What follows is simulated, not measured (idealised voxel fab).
Presented below is a process module, voxel self aligned vias.
The figure presents cross-section cut, which has a width of 270 nm and is divided into square cells with an edge length of 5 nm.
Each cross-section below is a grid of square cells, stated as bands in top-down order, with one or more rows of cells making up each band. A band entry consists of two parts. The first gives the height of the band's top and the height of its bottom, in nm. The rest lists the band's materials from left to right, each with its width in nm. A single material labelled with the word "all across" fills the band from edge to edge, and the word "empty" marks empty space. Note: height 0 marks the level under which the wafer is uniformly one material as received. Lowest band unbounded below, written "from 0 down". When a width is written as two numbers, as in "30 to 40", the first number is the width in the top row of cells of the band and the second is the width in its bottom row, and the width changes by the same amount from each row to the next. "no alterations made" after a step means that no cell of the cross-section changed. "Unvented internal voids": sealed empty spaces, 8 cells or more, no open way to top, listed width x height at distance, with distance from the left edge and width, height and distance in nm. On each step's line, the part that comes after the settings is the simulator's own comment on the step. overlay nm: mask offset rightward from planned place, masked step; negative means leftward offset.

SET OUT BELOW ARE THE PLANNED STEPS OF THE PROCESS
| 1 | RECEIVE (material Si) |
| 2 | CONFORMAL_DEP (material SiO2; thk nm 15) |
| 3 | CONFORMAL_DEP (material SiCN; thk nm 5) |
| 4 | DIRECTIONAL_DEP (material SiO2; thk nm 30) |
| 5 | DIRECTIONAL_DEP (material aC; thk nm 10) |
| 6 | PATTERN (tone open; mask id LINES; material resist; width nm 30; pitch nm 65; thk nm 30; overlay nm 0) |
| 7 | DIRECTIONAL_ETCH (etch materials aC; depth nm 10) |
| 8 | STRIP (etch materials resist) |
| 9 | DIRECTIONAL_ETCH (etch materials SiO2; depth nm 30) |
| 10 | STRIP (etch materials aC) |
| 11 | CONFORMAL_DEP (material TiN; thk nm 5) |
| 12 | FILL_DEP (material W; thk nm 5) |
| 13 | CMP (height nm 50) |
| 14 | SELECTIVE_ETCH (etch materials W Ru TiN; depth nm 5) |
| 15 | FILL_DEP (material SiN; thk nm 5) |
| 16 | CMP (height nm 50) |
| 17 | DIRECTIONAL_DEP (material SiO2; thk nm 15) |
| 18 | MASKED_ETCH (tone open; mask id VIAS; width nm 40; pitch nm 65; etch materials SiO2; depth nm 15; overlay nm 0) |
| 19 | MASKED_ETCH (tone open; mask id VIAS; width nm 40; pitch nm 65; etch materials SiN; depth nm 5; overlay nm 0) |
| 20 | CONFORMAL_DEP (material TiN; thk nm 5) |
| 21 | FILL_DEP (material W; thk nm 5) |
| 22 | CMP (height nm 65) |
| 23 | CONFORMAL_DEP (material SiN; thk nm 5) |

WAFER AT RECEIPT (POST STEP 1), CROSS-SECTION
* from 0 down: Si all across
* Unvented internal voids: none

END-OF-MODULE XS, FIRST OF TWO WAFERS, RUN AS PLANNED
* from 70 to 65: SiN all across
* from 65 to 55: SiO2 50 | TiN 5 | W 30 | TiN 5 | SiO2 25 | TiN 5 | W 30 | TiN 5 | SiO2 25 | TiN 5 | W 30 | TiN 5 | SiO2 50
* from 55 to 50: SiO2 50 | TiN 10 | W 20 | TiN 10 | SiO2 25 | TiN 10 | W 20 | TiN 10 | SiO2 25 | TiN 10 | W 20 | TiN 10 | SiO2 50
* from 50 to 45: SiO2 55 | TiN 30 | SiO2 35 | TiN 30 | SiO2 35 | TiN 30 | SiO2 55
* from 45 to 25: SiO2 55 | TiN 5 | W 20 | TiN 5 | SiO2 35 | TiN 5 | W 20 | TiN 5 | SiO2 35 | TiN 5 | W 20 | TiN 5 | SiO2 55
* from 25 to 20: SiO2 55 | TiN 30 | SiO2 35 | TiN 30 | SiO2 35 | TiN 30 | SiO2 55
* from 20 to 15: SiCN all across
* from 15 to 0: SiO2 all across
* from 0 down: Si all across
* Unvented internal voids: none

THIS CROSS-SECTION BELONGS TO THE SECOND WAFER OF TWO AT THE END OF THE MODULE; THE START AND THE PLAN WERE SHARED WITH THE FIRST, AND THE RUN INCLUDED ONE MISTAKE
* from 70 to 65: SiN all across
* from 65 to 55: SiO2 50 | TiN 5 | W 30 | TiN 5 | SiO2 25 | TiN 5 | W 30 | TiN 5 | SiO2 25 | TiN 5 | W 30 | TiN 5 | SiO2 50
* from 55 to 50: SiO2 50 | TiN 40 | SiO2 25 | TiN 40 | SiO2 25 | TiN 40 | SiO2 50
* from 50 to 45: SiN 50 | TiN 5 | SiO2 30 | TiN 5 | SiN 25 | TiN 5 | SiO2 30 | TiN 5 | SiN 25 | TiN 5 | SiO2 30 | TiN 5 | SiN 50
* from 45 to 25: W 50 | TiN 5 | SiO2 30 | TiN 5 | W 25 | TiN 5 | SiO2 30 | TiN 5 | W 25 | TiN 5 | SiO2 30 | TiN 5 | W 50
* from 25 to 20: TiN 55 | SiO2 30 | TiN 35 | SiO2 30 | TiN 35 | SiO2 30 | TiN 55
* from 20 to 15: SiCN all across
* from 15 to 0: SiO2 all across
* from 0 down: Si all across
* Unvented internal voids: none
In executing the process, a mistake was made relative to the plan: step 6 did not happen as planned, as run it was PATTERN (tone cover; mask id LINES; material resist; width nm 30; pitch nm 65; thk nm 30; overlay nm 0)
Once processing is complete, comparing cell counts shows that the second wafer has more or fewer of certain materials than the first: SiN +30 | SiO2 -108 | TiN +18 | W +60
